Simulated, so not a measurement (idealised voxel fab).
This is a process module. Its name is voxel capacitor over wiring.
Cross-section cut spans 190 nm and uses square cells 5 nm in size.
The cross-sections in this document take the form of a grid made of square cells. They are written out as bands, in order from top to bottom. Each band consists of one or more rows of cells.
The band entry comprises the height of the band's top followed by the height of its bottom, expressed in nm, and subsequently the band's materials from left to right, each stated together with its width in nm. Where a single material is marked with the word "everywhere", that material fills the band from edge to edge. The word "empty" represents empty space.
A quick word on heights: they are counted from 0, and under that level the wafer as it came to us is one material throughout. The lowest band is different from the rest in having no bottom; it simply continues downward, written as in "0 -> down".
Width "30 to 40": first value at the band's top row of cells, second value at its bottom row, equal change from row to row.
"no alteration" -> step changed no cross-section cell.
Closed empty spaces (no open way to the top) of 8 cells or more are what "Sealed internal cavities" lists, each as width x height at distance from the left edge, nm for all three.
Step line, after settings: the simulator's comment on this step.
overlay nm: mask offset rightward from planned place, masked step; negative means leftward offset.
Guide to the pairs. Each holds a before and an after cross-section around one process step; the after cross-section is cut off at the lowest band that changed. Look under the pair for the step between them and its settings. Pairs can come from different runs of this module on the same starting wafer, so a pair follows on from the one above it only where its entry headed "Prior to step" says it does.

Prior to step:
> 100 -> 75  65 nm empty; 55 nm resist; 70 nm empty
> 75 -> 65  aC everywhere
> 65 -> 60  TiN everywhere
> 60 -> 55  HfO2 everywhere
> 55 -> 50  TiN everywhere
> 50 -> 40  55 nm SiO2; 5 nm TiN; 5 nm Cu; 5 nm TiN; 120 nm SiO2
> 40 -> 35  55 nm SiCN; 15 nm TiN; 120 nm SiCN
> 35 -> 30  35 nm SiCN; 40 nm Ru; 40 nm SiCN; 40 nm Ru; 35 nm SiCN
> 30 -> 15  40 nm SiO2; 5 nm TiN; 20 nm Ru; 5 nm TiN; 50 nm SiO2; 5 nm TiN; 20 nm Ru; 5 nm TiN; 40 nm SiO2
> 15 -> 10  40 nm SiN; 30 nm TiN; 50 nm SiN; 30 nm TiN; 40 nm SiN
> 10 -> 0  SiO2 everywhere
> 0 -> down  Si everywhere
> Sealed internal cavities: none

State After Step:
> 90 -> 75  65 nm empty; 55 nm resist; 70 nm empty
> 75 -> 65  65 nm empty; 55 nm aC; 70 nm empty
> Under the height 65 nothing was changed.
> Sealed internal cavities: none
Before/after cross-sections above; step in between: DIRECTIONAL_ETCH with etch materials aC, depth nm 10

Prior to step: check the pair just above; its after cross-section is our before state.

State After Step:
> 75 -> 65  65 nm empty; 55 nm aC; 70 nm empty
> Under the height 65 nothing was changed.
> Sealed internal cavities: none
Before/after cross-sections above; step in between: STRIP with etch materials resist

Prior to step: check the pair just above; its after cross-section is our before state.

State After Step:
> 75 -> 65  65 nm empty; 55 nm aC; 70 nm empty
> 65 -> 60  65 nm empty; 55 nm TiN; 70 nm empty
> Under the height 60 nothing was changed.
> Sealed internal cavities: none
Before/after cross-sections above; step in between: DIRECTIONAL_ETCH with etch materials TiN, depth nm 5

Prior to step: check the pair just above; its after cross-section is our before state.

State After Step:
> 75 -> 65  65 nm empty; 55 nm aC; 70 nm empty
> 65 -> 60  65 nm empty; 55 nm TiN; 70 nm empty
> 60 -> 55  65 nm empty; 55 nm HfO2; 70 nm empty
> Under the height 55 nothing was changed.
> Sealed internal cavities: none
Before/after cross-sections above; step in between: DIRECTIONAL_ETCH with etch materials HfO2, depth nm 5

Prior to step: check the pair just above; its after cross-section is our before state.

State After Step:
> 65 -> 60  65 nm empty; 55 nm TiN; 70 nm empty
> Under the height 60 nothing was changed.
> Sealed internal cavities: none
Before/after cross-sections above; step in between: STRIP with etch materials aC

Prior to step: check the pair just above; its after cross-section is our before state.

State After Step:
> 80 -> 65  50 nm empty; 65 nm resist; 75 nm empty
> 65 -> 60  50 nm empty; 15 nm resist; 55 nm TiN; 70 nm empty
> 60 -> 55  50 nm empty; 15 nm resist; 55 nm HfO2; 70 nm empty
> Under the height 55 nothing was changed.
> Sealed internal cavities: none
Before/after cross-sections above; step in between: PATTERN with tone cover, mask id LOWER_PLATE, material resist, width nm 65, thk nm 15, overlay nm 0

Prior to step: check the pair just above; its after cross-section is our before state.

State After Step:
> 80 -> 65  50 nm empty; 65 nm resist; 75 nm empty
> 65 -> 60  50 nm empty; 15 nm resist; 50 nm TiN; 75 nm empty
> 60 -> 55  50 nm empty; 15 nm resist; 55 nm HfO2; 70 nm empty
> 55 -> 50  50 nm empty; 70 nm TiN; 70 nm empty
> Under the height 50 nothing was changed.
> Sealed internal cavities: none
Before/after cross-sections above; step in between: DIRECTIONAL_ETCH with etch materials TiN, depth nm 5

Prior to step: check the pair just above; its after cross-section is our before state.

State After Step:
> 65 -> 60  65 nm empty; 50 nm TiN; 75 nm empty
> 60 -> 55  65 nm empty; 55 nm HfO2; 70 nm empty
> Under the height 55 nothing was changed.
> Sealed internal cavities: none
Before/after cross-sections above; step in between: STRIP with etch materials resist

Prior to step: check the pair just above; its after cross-section is our before state.

State After Step:
> 85 -> 65  SiO2 everywhere
> 65 -> 60  65 nm SiO2; 50 nm TiN; 75 nm SiO2
> 60 -> 55  65 nm SiO2; 55 nm HfO2; 70 nm SiO2
> 55 -> 50  50 nm SiO2; 70 nm TiN; 70 nm SiO2
> Under the height 50 nothing was changed.
> Sealed internal cavities: none
Before/after cross-sections above; step in between: FILL_DEP with material SiO2, thk nm 20

Prior to step: check the pair just above; its after cross-section is our before state.

State After Step:
> 80 -> 65  SiO2 everywhere
> Under the height 65 nothing was changed.
> Sealed internal cavities: none
Before/after cross-sections above; step in between: CMP with height nm 80

Prior to step: check the pair just above; its after cross-section is our before state.

State After Step:
> 80 -> 65  65 nm SiO2; 15 nm empty; 110 nm SiO2
> Under the height 65 nothing was changed.
> Sealed internal cavities: none
Before/after cross-sections above; step in between: MASKED_ETCH with tone open, mask id PLUG_2, width nm 15, etch materials SiO2, depth nm 15, overlay nm 0

Prior to step: check the pair just above; its after cross-section is our before state.

State After Step:
> 85 -> 80  70 nm TiN; 5 nm empty; 115 nm TiN
> 80 -> 70  65 nm SiO2; 5 nm TiN; 5 nm empty; 5 nm TiN; 110 nm SiO2
> 70 -> 60  65 nm SiO2; 15 to 50 nm TiN; 110 to 75 nm SiO2
> Under the height 60 nothing was changed.
> Sealed internal cavities: none
Before/after cross-sections above; step in between: CONFORMAL_DEP with material TiN, thk nm 5

Prior to step: check the pair just above; its after cross-section is our before state.

State After Step:
> 90 -> 85  W everywhere
> 85 -> 80  70 nm TiN; 5 nm W; 115 nm TiN
> 80 -> 70  65 nm SiO2; 5 nm TiN; 5 nm W; 5 nm TiN; 110 nm SiO2
> Under the height 70 nothing was changed.
> Sealed internal cavities: none
Before/after cross-sections above; step in between: FILL_DEP with material W, thk nm 5

Prior to step: check the pair just above; its after cross-section is our before state.

State After Step:
> 80 -> 70  65 nm SiO2; 5 nm TiN; 5 nm W; 5 nm TiN; 110 nm SiO2
> Under the height 70 nothing was changed.
> Sealed internal cavities: none
Before/after cross-sections above; step in between: CMP with height nm 80

Prior to step: check the pair just above; its after cross-section is our before state.

State After Step:
> 85 -> 80  SiN everywhere
> Under the height 80 nothing was changed.
> Sealed internal cavities: none
Before/after cross-sections above; step in between: CONFORMAL_DEP with material SiN, thk nm 5

Prior to step:
> 55 -> 50  TiN everywhere
> 50 -> 40  55 nm SiO2; 5 nm TiN; 5 nm Cu; 5 nm TiN; 120 nm SiO2
> 40 -> 35  55 nm SiCN; 15 nm TiN; 120 nm SiCN
> 35 -> 30  35 nm SiCN; 40 nm Ru; 40 nm SiCN; 40 nm Ru; 35 nm SiCN
> 30 -> 15  40 nm SiO2; 5 nm TiN; 20 nm Ru; 5 nm TiN; 50 nm SiO2; 5 nm TiN; 20 nm Ru; 5 nm TiN; 40 nm SiO2
> 15 -> 10  40 nm SiN; 30 nm TiN; 50 nm SiN; 30 nm TiN; 40 nm SiN
> 10 -> 0  SiO2 everywhere
> 0 -> down  Si everywhere
> Sealed internal cavities: none

State After Step:
> 60 -> 55  Cu everywhere
> Under the height 55 nothing was changed.
> Sealed internal cavities: none
Before/after cross-sections above; step in between: DIRECTIONAL_DEP with material Cu, thk nm 5

Prior to step: check the pair just above; its after cross-section is our before state.

State After Step:
> 65 -> 60  TiN everywhere
> Under the height 60 nothing was changed.
> Sealed internal cavities: none
Before/after cross-sections above; step in between: DIRECTIONAL_DEP with material TiN, thk nm 5

Prior to step: check the pair just above; its after cross-section is our before state.

State After Step:
> 75 -> 65  aC everywhere
> Under the height 65 nothing was changed.
> Sealed internal cavities: none
Before/after cross-sections above; step in between: DIRECTIONAL_DEP with material aC, thk nm 10

Prior to step: check the pair just above; its after cross-section is our before state.

State After Step:
> 100 -> 75  55 nm empty; 55 nm resist; 80 nm empty
> Under the height 75 nothing was changed.
> Sealed internal cavities: none
Before/after cross-sections above; step in between: PATTERN with tone cover, mask id UPPER_PLATE, material resist, width nm 55, thk nm 25, overlay nm 0

Prior to step: check the pair just above; its after cross-section is our before state.

State After Step:
> 90 -> 75  55 nm empty; 55 nm resist; 80 nm empty
> 75 -> 65  55 nm empty; 55 nm aC; 80 nm empty
> Under the height 65 nothing was changed.
> Sealed internal cavities: none
Before/after cross-sections above; step in between: DIRECTIONAL_ETCH with etch materials aC, depth nm 10

Prior to step: check the pair just above; its after cross-section is our before state.

State After Step:
> 75 -> 65  55 nm empty; 55 nm aC; 80 nm empty
> Under the height 65 nothing was changed.
> Sealed internal cavities: none
Before/after cross-sections above; step in between: STRIP with etch materials resist

Prior to step: check the pair just above; its after cross-section is our before state.

State After Step:
> 75 -> 65  55 nm empty; 55 nm aC; 80 nm empty
> 65 -> 60  55 nm empty; 55 nm TiN; 80 nm empty
> Under the height 60 nothing was changed.
> Sealed internal cavities: none
Before/after cross-sections above; step in between: DIRECTIONAL_ETCH with etch materials TiN, depth nm 5

Prior to step: check the pair just above; its after cross-section is our before state.

State After Step:
> 65 -> 60  55 nm empty; 55 nm TiN; 80 nm empty
> Under the height 60 nothing was changed.
> Sealed internal cavities: none
Before/after cross-sections above; step in between: STRIP with etch materials aC

Prior to step: check the pair just above; its after cross-section is our before state.

State After Step:
> 80 -> 65  50 nm empty; 65 nm resist; 75 nm empty
> 65 -> 60  50 nm empty; 5 nm resist; 55 nm TiN; 5 nm resist; 75 nm empty
> Under the height 60 nothing was changed.
> Sealed internal cavities: none
Before/after cross-sections above; step in between: PATTERN with tone cover, mask id LOWER_PLATE, material resist, width nm 65, thk nm 15, overlay nm 0

Prior to step: check the pair just above; its after cross-section is our before state.

State After Step:
> 65 -> 60  55 nm empty; 55 nm TiN; 80 nm empty
> Under the height 60 nothing was changed.
> Sealed internal cavities: none
Before/after cross-sections above; step in between: STRIP with etch materials resist

Prior to step: check the pair just above; its after cross-section is our before state.

State After Step:
> 85 -> 65  SiO2 everywhere
> 65 -> 60  55 nm SiO2; 55 nm TiN; 80 nm SiO2
> Under the height 60 nothing was changed.
> Sealed internal cavities: none
Before/after cross-sections above; step in between: FILL_DEP with material SiO2, thk nm 20

Prior to step: check the pair just above; its after cross-section is our before state.

State After Step:
> 80 -> 65  SiO2 everywhere
> Under the height 65 nothing was changed.
> Sealed internal cavities: none
Before/after cross-sections above; step in between: CMP with height nm 80

Prior to step: check the pair just above; its after cross-section is our before state.

State After Step:
> 80 -> 65  65 nm SiO2; 15 nm empty; 110 nm SiO2
> Under the height 65 nothing was changed.
> Sealed internal cavities: none
Before/after cross-sections above; step in between: MASKED_ETCH with tone open, mask id PLUG_2, width nm 15, etch materials SiO2, depth nm 15, overlay nm 0

Prior to step: check the pair just above; its after cross-section is our before state.

State After Step:
> 85 -> 80  70 nm TiN; 5 nm empty; 115 nm TiN
> 80 -> 70  65 nm SiO2; 5 nm TiN; 5 nm empty; 5 nm TiN; 110 nm SiO2
> 70 -> 60  65 to 55 nm SiO2; 15 to 55 nm TiN; 110 to 80 nm SiO2
> Under the height 60 nothing was changed.
> Sealed internal cavities: none
Before/after cross-sections above; step in between: CONFORMAL_DEP with material TiN, thk nm 5

Prior to step: check the pair just above; its after cross-section is our before state.

State After Step:
> 90 -> 85  W everywhere
> 85 -> 80  70 nm TiN; 5 nm W; 115 nm TiN
> 80 -> 70  65 nm SiO2; 5 nm TiN; 5 nm W; 5 nm TiN; 110 nm SiO2
> Under the height 70 nothing was changed.
> Sealed internal cavities: none
Before/after cross-sections above; step in between: FILL_DEP with material W, thk nm 5

Prior to step: check the pair just above; its after cross-section is our before state.

State After Step:
> 80 -> 70  65 nm SiO2; 5 nm TiN; 5 nm W; 5 nm TiN; 110 nm SiO2
> Under the height 70 nothing was changed.
> Sealed internal cavities: none
Before/after cross-sections above; step in between: CMP with height nm 80

Prior to step: check the pair just above; its after cross-section is our before state.

State After Step:
> 85 -> 80  SiN everywhere
> Under the height 80 nothing was changed.
> Sealed internal cavities: none
Before/after cross-sections above; step in between: CONFORMAL_DEP with material SiN, thk nm 5

Prior to step:
> 75 -> 65  aC everywhere
> 65 -> 60  TiN everywhere
> 60 -> 55  HfO2 everywhere
> 55 -> 50  TiN everywhere
> 50 -> 40  55 nm SiO2; 5 nm TiN; 5 nm Cu; 5 nm TiN; 120 nm SiO2
> 40 -> 35  55 nm SiCN; 15 nm TiN; 120 nm SiCN
> 35 -> 30  35 nm SiCN; 40 nm Ru; 40 nm SiCN; 40 nm Ru; 35 nm SiCN
> 30 -> 15  40 nm SiO2; 5 nm TiN; 20 nm Ru; 5 nm TiN; 50 nm SiO2; 5 nm TiN; 20 nm Ru; 5 nm TiN; 40 nm SiO2
> 15 -> 10  40 nm SiN; 30 nm TiN; 50 nm SiN; 30 nm TiN; 40 nm SiN
> 10 -> 0  SiO2 everywhere
> 0 -> down  Si everywhere
> Sealed internal cavities: none

State After Step:
> 100 -> 75  55 nm resist; 55 nm empty; 80 nm resist
> Under the height 75 nothing was changed.
> Sealed internal cavities: none
Before/after cross-sections above; step in between: PATTERN with tone open, mask id UPPER_PLATE, material resist, width nm 55, thk nm 25, overlay nm 0

Prior to step: check the pair just above; its after cross-section is our before state.

State After Step:
> 90 -> 75  55 nm resist; 55 nm empty; 80 nm resist
> 75 -> 65  55 nm aC; 55 nm empty; 80 nm aC
> Under the height 65 nothing was changed.
> Sealed internal cavities: none
Before/after cross-sections above; step in between: DIRECTIONAL_ETCH with etch materials aC, depth nm 10

Prior to step: check the pair just above; its after cross-section is our before state.

State After Step:
> 75 -> 65  55 nm aC; 55 nm empty; 80 nm aC
> Under the height 65 nothing was changed.
> Sealed internal cavities: none
Before/after cross-sections above; step in between: STRIP with etch materials resist

Prior to step: check the pair just above; its after cross-section is our before state.

State After Step:
> 75 -> 65  55 nm aC; 55 nm empty; 80 nm aC
> 65 -> 60  55 nm TiN; 55 nm empty; 80 nm TiN
> Under the height 60 nothing was changed.
> Sealed internal cavities: none
Before/after cross-sections above; step in between: DIRECTIONAL_ETCH with etch materials TiN, depth nm 5

Prior to step: check the pair just above; its after cross-section is our before state.

State After Step:
> 75 -> 65  55 nm aC; 55 nm empty; 80 nm aC
> 65 -> 60  55 nm TiN; 55 nm empty; 80 nm TiN
> 60 -> 55  55 nm HfO2; 55 nm empty; 80 nm HfO2
> Under the height 55 nothing was changed.
> Sealed internal cavities: none
Before/after cross-sections above; step in between: DIRECTIONAL_ETCH with etch materials HfO2, depth nm 5

Prior to step: check the pair just above; its after cross-section is our before state.

State After Step:
> 65 -> 60  55 nm TiN; 55 nm empty; 80 nm TiN
> Under the height 60 nothing was changed.
> Sealed internal cavities: none
Before/after cross-sections above; step in between: STRIP with etch materials aC

Prior to step: check the pair just above; its after cross-section is our before state.

State After Step:
> 80 -> 65  50 nm empty; 65 nm resist; 75 nm empty
> 65 -> 60  55 nm TiN; 55 nm resist; 80 nm TiN
> 60 -> 55  55 nm HfO2; 55 nm resist; 80 nm HfO2
> Under the height 55 nothing was changed.
> Sealed internal cavities: none
Before/after cross-sections above; step in between: PATTERN with tone cover, mask id LOWER_PLATE, material resist, width nm 65, thk nm 15, overlay nm 0

Prior to step: check the pair just above; its after cross-section is our before state.

State After Step:
> 80 -> 65  50 nm empty; 65 nm resist; 75 nm empty
> 65 -> 60  50 nm empty; 5 nm TiN; 55 nm resist; 5 nm TiN; 75 nm empty
> Under the height 60 nothing was changed.
> Sealed internal cavities: none
Before/after cross-sections above; step in between: DIRECTIONAL_ETCH with etch materials TiN, depth nm 5

Prior to step: check the pair just above; its after cross-section is our before state.

State After Step:
> 65 -> 60  50 nm empty; 5 nm TiN; 55 nm empty; 5 nm TiN; 75 nm empty
> 60 -> 55  55 nm HfO2; 55 nm empty; 80 nm HfO2
> Under the height 55 nothing was changed.
> Sealed internal cavities: none
Before/after cross-sections above; step in between: STRIP with etch materials resist

Prior to step: check the pair just above; its after cross-section is our before state.

State After Step:
> 85 -> 65  SiO2 everywhere
> 65 -> 60  50 nm SiO2; 5 nm TiN; 55 nm SiO2; 5 nm TiN; 75 nm SiO2
> 60 -> 55  55 nm HfO2; 55 nm SiO2; 80 nm HfO2
> Under the height 55 nothing was changed.
> Sealed internal cavities: none
Before/after cross-sections above; step in between: FILL_DEP with material SiO2, thk nm 20

Prior to step: check the pair just above; its after cross-section is our before state.

State After Step:
> 80 -> 65  SiO2 everywhere
> Under the height 65 nothing was changed.
> Sealed internal cavities: none
Before/after cross-sections above; step in between: CMP with height nm 80

Prior to step: check the pair just above; its after cross-section is our before state.

State After Step:
> 80 -> 65  65 nm SiO2; 15 nm empty; 110 nm SiO2
> Under the height 65 nothing was changed.
> Sealed internal cavities: none
Before/after cross-sections above; step in between: MASKED_ETCH with tone open, mask id PLUG_2, width nm 15, etch materials SiO2, depth nm 15, overlay nm 0

Prior to step: check the pair just above; its after cross-section is our before state.

State After Step:
> 85 -> 80  70 nm TiN; 5 nm empty; 115 nm TiN
> 80 -> 70  65 nm SiO2; 5 nm TiN; 5 nm empty; 5 nm TiN; 110 nm SiO2
> 70 -> 65  65 nm SiO2; 15 nm TiN; 110 nm SiO2
> Under the height 65 nothing was changed.
> Sealed internal cavities: none
Before/after cross-sections above; step in between: CONFORMAL_DEP with material TiN, thk nm 5

Prior to step: check the pair just above; its after cross-section is our before state.

State After Step:
> 90 -> 85  W everywhere
> 85 -> 80  70 nm TiN; 5 nm W; 115 nm TiN
> 80 -> 70  65 nm SiO2; 5 nm TiN; 5 nm W; 5 nm TiN; 110 nm SiO2
> Under the height 70 nothing was changed.
> Sealed internal cavities: none
Before/after cross-sections above; step in between: FILL_DEP with material W, thk nm 5

Prior to step: check the pair just above; its after cross-section is our before state.

State After Step:
> 80 -> 70  65 nm SiO2; 5 nm TiN; 5 nm W; 5 nm TiN; 110 nm SiO2
> Under the height 70 nothing was changed.
> Sealed internal cavities: none
Before/after cross-sections above; step in between: CMP with height nm 80

Prior to step: check the pair just above; its after cross-section is our before state.

State After Step:
> 85 -> 80  SiN everywhere
> Under the height 80 nothing was changed.
> Sealed internal cavities: none
Before/after cross-sections above; step in between: CONFORMAL_DEP with material SiN, thk nm 5
